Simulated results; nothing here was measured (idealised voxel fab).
voxel self aligned vias: a process module
Xsec cut, 200 nm wide, square cell size 5 nm.
A cross-section is written here as square cells arranged in a grid, and it is given in bands from the top down, each band taking up one or more rows of cells.
Each band's line starts with the height of the band's top and of its bottom, in nm. Then come its materials from left to right, each with its width in nm. One material with "full width" fills the band from edge to edge. "air" is empty space.
Below 0: as-received wafer, all one material; heights counted from there. Lowest band: no bottom, goes on down, written "0 nm and below".
Per-row width for "30 to 40": begins at first number (top row of band), ends at second number (bottom row), increment between rows held constant.
"remained the same" after a step means that no cell of the cross-section changed.
Basically, "Closed void register" tells you about the enclosed voids: empty spaces with no open way to the top, 8 cells or bigger, each written width x height at distance, where distance is from the left edge, all in nm.
That trailing text on a step's line, after the settings, is the simulator's own remark on the step.
The setting "overlay nm" may be written on the line of a step. When the step uses a mask, the value reports how far to the right of the planned place the mask lay, and a negative value reports that it lay to the left.
**List of planned process steps**
| 1 | op RECEIVE | material Si |
| 2 | op CONFORMAL_DEP | material SiO2 | thk nm 10 |
| 3 | op CONFORMAL_DEP | material SiCN | thk nm 5 |
| 4 | op DIRECTIONAL_DEP | material lowk | thk nm 30 |
| 5 | op DIRECTIONAL_DEP | material aC | thk nm 15 |
| 6 | op PATTERN | tone open | mask id LINES | material resist | width nm 15 | pitch nm 60 | thk nm 35 | overlay nm 0 |
| 7 | op DIRECTIONAL_ETCH | etch materials aC | depth nm 15 |
| 8 | op STRIP | etch materials resist |
| 9 | op DIRECTIONAL_ETCH | etch materials lowk | depth nm 30 |
| 10 | op STRIP | etch materials aC |
| 11 | op CONFORMAL_DEP | material TiN | thk nm 5 |
| 12 | op FILL_DEP | material W | thk nm 5 |
| 13 | op CMP | height nm 45 |
| 14 | op SELECTIVE_ETCH | etch materials W Ru TiN | depth nm 10 |
| 15 | op FILL_DEP | material SiN | thk nm 10 |
| 16 | op CMP | height nm 45 |
| 17 | op DIRECTIONAL_DEP | material lowk | thk nm 20 |
| 18 | op DIRECTIONAL_DEP | material aC | thk nm 10 |
| 19 | op PATTERN | tone open | mask id VIAS | material resist | width nm 30 | thk nm 25 | overlay nm 0 |
| 20 | op DIRECTIONAL_ETCH | etch materials aC | depth nm 10 |
| 21 | op STRIP | etch materials resist |
| 22 | op DIRECTIONAL_ETCH | etch materials lowk | depth nm 20 |
| 23 | op DIRECTIONAL_ETCH | etch materials SiN | depth nm 10 |
| 24 | op STRIP | etch materials aC |
| 25 | op CONFORMAL_DEP | material TiN | thk nm 5 |
| 26 | op FILL_DEP | material Ru | thk nm 5 |
| 27 | op CMP | height nm 65 |
| 28 | op CONFORMAL_DEP | material SiN | thk nm 5 |
Same starting wafers, different width nm at step 6. Plan value belongs to the first wafer.
**The first of several wafers, as received after step 1, seen in section**
> 0 nm and below: Si full width
> Closed void register: none
**Tabulated below, wafer by wafer, are the end-of-module results: for each material, the number of cells gained (+) or lost (-) relative to the as-received state, followed by the closed voids**
width nm 15 | +14 Ru | +40 SiCN | +46 SiN | +80 SiO2 | +34 TiN | +6 W | +340 lowk | Closed void register: none
width nm 20 | +16 Ru | +40 SiCN | +48 SiN | +80 SiO2 | +36 TiN | +12 W | +328 lowk | Closed void register: none
width nm 25 | +18 Ru | +40 SiCN | +50 SiN | +80 SiO2 | +38 TiN | +18 W | +316 lowk | Closed void register: none
width nm 30 | +20 Ru | +40 SiCN | +52 SiN | +80 SiO2 | +40 TiN | +24 W | +304 lowk | Closed void register: none
width nm 35 | +20 Ru | +40 SiCN | +56 SiN | +80 SiO2 | +42 TiN | +30 W | +292 lowk | Closed void register: none
